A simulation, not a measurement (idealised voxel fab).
The following is a process module called voxel ribs on slabs.
Cross-section cut spans 250 nm and uses square cells 5 nm in size.
Cross-sections here: square-cell grids, written as top-down lists of bands, a band being one or more rows of cells. This entry defines a band. It first specifies the height of the band's top and the height of its bottom in nm, and then specifies the band's materials from left to right, stating each material with its width in nm. The word "throughout" identifies a single material that fills the band from edge to edge, while the word "blank" identifies empty space. Note: height 0 marks the level under which the wafer is uniformly one material as received. Lowest band unbounded below, written "0..down". Think of "30..40" as a width that walks from the first number to the second as you go down the band, top row to bottom row, taking equal-sized steps from row to row. "nothing changed" for a step: no cell of the cross-section changed in that step. If an empty space has no open way to the top and is at least 8 cells in size, "Encapsulated voids" lists it, written width x height at distance, where distance is measured from the left edge and every value is in nm. Whatever follows a step's settings on its line is a remark the simulator itself makes about that step. The setting "overlay nm" may be written on the line of a step. When the step uses a mask, the value reports how far to the right of the planned place the mask lay, and a negative value reports that it lay to the left.

Planned process steps
1) op RECEIVE | material Si
2) op DIRECTIONAL_DEP | material SiO2 | thk nm 30
3) op DIRECTIONAL_DEP | material polySi | thk nm 20
4) op PATTERN | tone cover | mask id RIB | material resist | width nm 30 | thk nm 20 | overlay nm 0
5) op DIRECTIONAL_ETCH | etch materials polySi | depth nm 5
6) op STRIP | etch materials resist
7) op MASKED_ETCH | tone cover | mask id SLAB | width nm 90 | etch materials polySi | depth nm 15 | overlay nm 0
8) op FILL_DEP | material SiO2 | thk nm 15
9) op CMP | height nm 60
10) op DIRECTIONAL_DEP | material TiN | thk nm 5
11) op DIRECTIONAL_DEP | material aC | thk nm 10
12) op PATTERN | tone cover | mask id HEATER | material resist | width nm 40 | thk nm 25 | overlay nm -15
13) op DIRECTIONAL_ETCH | etch materials aC | depth nm 10
14) op STRIP | etch materials resist
15) op DIRECTIONAL_ETCH | etch materials TiN | depth nm 5
16) op STRIP | etch materials aC
17) op CONFORMAL_DEP | material SiO2 | thk nm 10
Among the wafers covered here, the point of difference is the overlay nm at step 12; their starting state is shared, and the plan presents the value of the first wafer.

First of several wafers, received after step 1, in cross-section
> 0..down  Si throughout
> Encapsulated voids: none

Here is how to read the rows: every wafer has a row, and it shows the wafer at the end of the module, giving for each material how many cells were gained (+) or lost (-) since the wafer was received, then listing its closed voids
overlay nm -15; +644 SiO2; +8 TiN; +60 polySi; Encapsulated voids: none
overlay nm -10; +644 SiO2; +8 TiN; +60 polySi; Encapsulated voids: none
overlay nm -5; +644 SiO2; +8 TiN; +60 polySi; Encapsulated voids: none
overlay nm 0; +644 SiO2; +8 TiN; +60 polySi; Encapsulated voids: none
overlay nm 5; +644 SiO2; +8 TiN; +60 polySi; Encapsulated voids: none
overlay nm 10; +644 SiO2; +8 TiN; +60 polySi; Encapsulated voids: none
overlay nm 15; +644 SiO2; +8 TiN; +60 polySi; Encapsulated voids: none
